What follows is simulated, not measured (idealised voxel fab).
process module | voxel gate over fins
cross-section cut | 295 nm wide | cells 5 nm
A cross-section is a grid of square cells, given in bands from the top down. A band is one or more rows of cells.
Each band's line starts with the height of the band's top and of its bottom, in nm. Then come its materials from left to right, each with its width in nm. One material with "throughout" fills the band from edge to edge. "air" is empty space.
Height 0 is the level under which the wafer as received is all one material. The lowest band goes on downwards, as in "0 down".
A width such as "30 to 40" changes by the same amount from each row of cells to the next, from the band's top row to its bottom row.
"no change" after a step means that no cell of the cross-section changed.
closed voids: empty space of 8 cells or more with no open way to the top, each as width x height at its distance from the left edge, in nm
after a step's settings: what the simulator itself notes on the step
overlay nm, on a step with a mask: how far to the right of its planned place the mask lay; to the left if negative
plan
1 op RECEIVE | material Si
2 op CONFORMAL_DEP | material SiN | thk nm 5
3 op MASKED_ETCH | tone cover | mask id FINS | width nm 15 | pitch nm 40 | etch materials SiN | depth nm 5 | overlay nm 0
4 op MASKED_ETCH | tone cover | mask id FINS | width nm 15 | pitch nm 40 | etch materials Si | depth nm 30 | overlay nm 0
5 op FILL_DEP | material SiO2 | thk nm 5
6 op CMP | height nm 5
7 op SELECTIVE_ETCH | etch materials SiO2 | depth nm 20
8 op STRIP | etch materials SiN
9 op CONFORMAL_DEP | material HfO2 | thk nm 5
10 op CONFORMAL_DEP | material TiN | thk nm 5
11 op CONFORMAL_DEP | material TiAl | thk nm 5
12 op CONFORMAL_DEP | material TiN | thk nm 5
13 op FILL_DEP | material W | thk nm 15
14 op CMP | height nm 30
15 op CONFORMAL_DEP | material SiN | thk nm 5
as received, after step 1
  0 down: Si throughout
  closed voids: none
first wafer at the end, as planned
  35 to 30: SiN throughout
  30 to 20: W throughout
  20 to 15: W 60 | TiN 175 | W 60
  15 to 10: W 60 | TiN 5 | TiAl 165 | TiN 5 | W 60
  10 to 5: W 60 | TiN 5 | TiAl 5 | TiN 35 | TiAl 5 | TiN 35 | TiAl 5 | TiN 35 | TiAl 5 | TiN 35 | TiAl 5 | TiN 5 | W 60
  5 to 0: TiN 65 | TiAl 5 | TiN 5 | HfO2 25 | TiN 5 | TiAl 5 | TiN 5 | HfO2 25 | TiN 5 | TiAl 5 | TiN 5 | HfO2 25 | TiN 5 | TiAl 5 | TiN 5 | HfO2 25 | TiN 5 | TiAl 5 | TiN 65
  0 to -5: TiAl 70 | TiN 5 | HfO2 5 | Si 15 | HfO2 5 | TiN 5 | TiAl 5 | TiN 5 | HfO2 5 | Si 15 | HfO2 5 | TiN 5 | TiAl 5 | TiN 5 | HfO2 5 | Si 15 | HfO2 5 | TiN 5 | TiAl 5 | TiN 5 | HfO2 5 | Si 15 | HfO2 5 | TiN 5 | TiAl 70
  -5 to -10: TiN 75 | HfO2 5 | Si 15 | HfO2 5 | TiN 15 | HfO2 5 | Si 15 | HfO2 5 | TiN 15 | HfO2 5 | Si 15 | HfO2 5 | TiN 15 | HfO2 5 | Si 15 | HfO2 5 | TiN 75
  -10 to -15: HfO2 80 | Si 15 | HfO2 25 | Si 15 | HfO2 25 | Si 15 | HfO2 25 | Si 15 | HfO2 80
  -15 to -30: SiO2 80 | Si 15 | SiO2 25 | Si 15 | SiO2 25 | Si 15 | SiO2 25 | Si 15 | SiO2 80
  -30 down: Si throughout
  closed voids: none
second wafer at the end: like start, like plan, one mistake
  35 to 30: SiN throughout
  30 to 20: W throughout
  20 to 15: W 60 | TiN 175 | W 60
  15 to 10: W 60 | TiN 5 | TiAl 165 | TiN 5 | W 60
  10 to 5: W 60 | TiN 5 | TiAl 5 | TiN 35 | TiAl 5 | TiN 35 | TiAl 5 | TiN 35 | TiAl 5 | TiN 35 | TiAl 5 | TiN 5 | W 60
  5 to 0: TiN 65 | TiAl 5 | TiN 5 | HfO2 25 | TiN 5 | TiAl 5 | TiN 5 | HfO2 25 | TiN 5 | TiAl 5 | TiN 5 | HfO2 25 | TiN 5 | TiAl 5 | TiN 5 | HfO2 25 | TiN 5 | TiAl 5 | TiN 65
  0 to -5: TiAl 70 | TiN 5 | HfO2 5 | Si 15 | HfO2 5 | TiN 5 | TiAl 5 | TiN 5 | HfO2 5 | Si 15 | HfO2 5 | TiN 5 | TiAl 5 | TiN 5 | HfO2 5 | Si 15 | HfO2 5 | TiN 5 | TiAl 5 | TiN 5 | HfO2 5 | Si 15 | HfO2 5 | TiN 5 | TiAl 70
  -5 to -10: TiN 75 | HfO2 5 | Si 15 | HfO2 5 | TiN 15 | HfO2 5 | Si 15 | HfO2 5 | TiN 15 | HfO2 5 | Si 15 | HfO2 5 | TiN 15 | HfO2 5 | Si 15 | HfO2 5 | TiN 75
  -10 to -15: HfO2 80 | Si 15 | HfO2 25 | Si 15 | HfO2 25 | Si 15 | HfO2 25 | Si 15 | HfO2 80
  -15 to -60: SiO2 80 | Si 15 | SiO2 25 | Si 15 | SiO2 25 | Si 15 | SiO2 25 | Si 15 | SiO2 80
  -60 down: Si throughout
  closed voids: none
what went wrong: step 4 was run twice
at the end the second wafer has, in cells: 282 fewer of Si | 282 more of SiO2
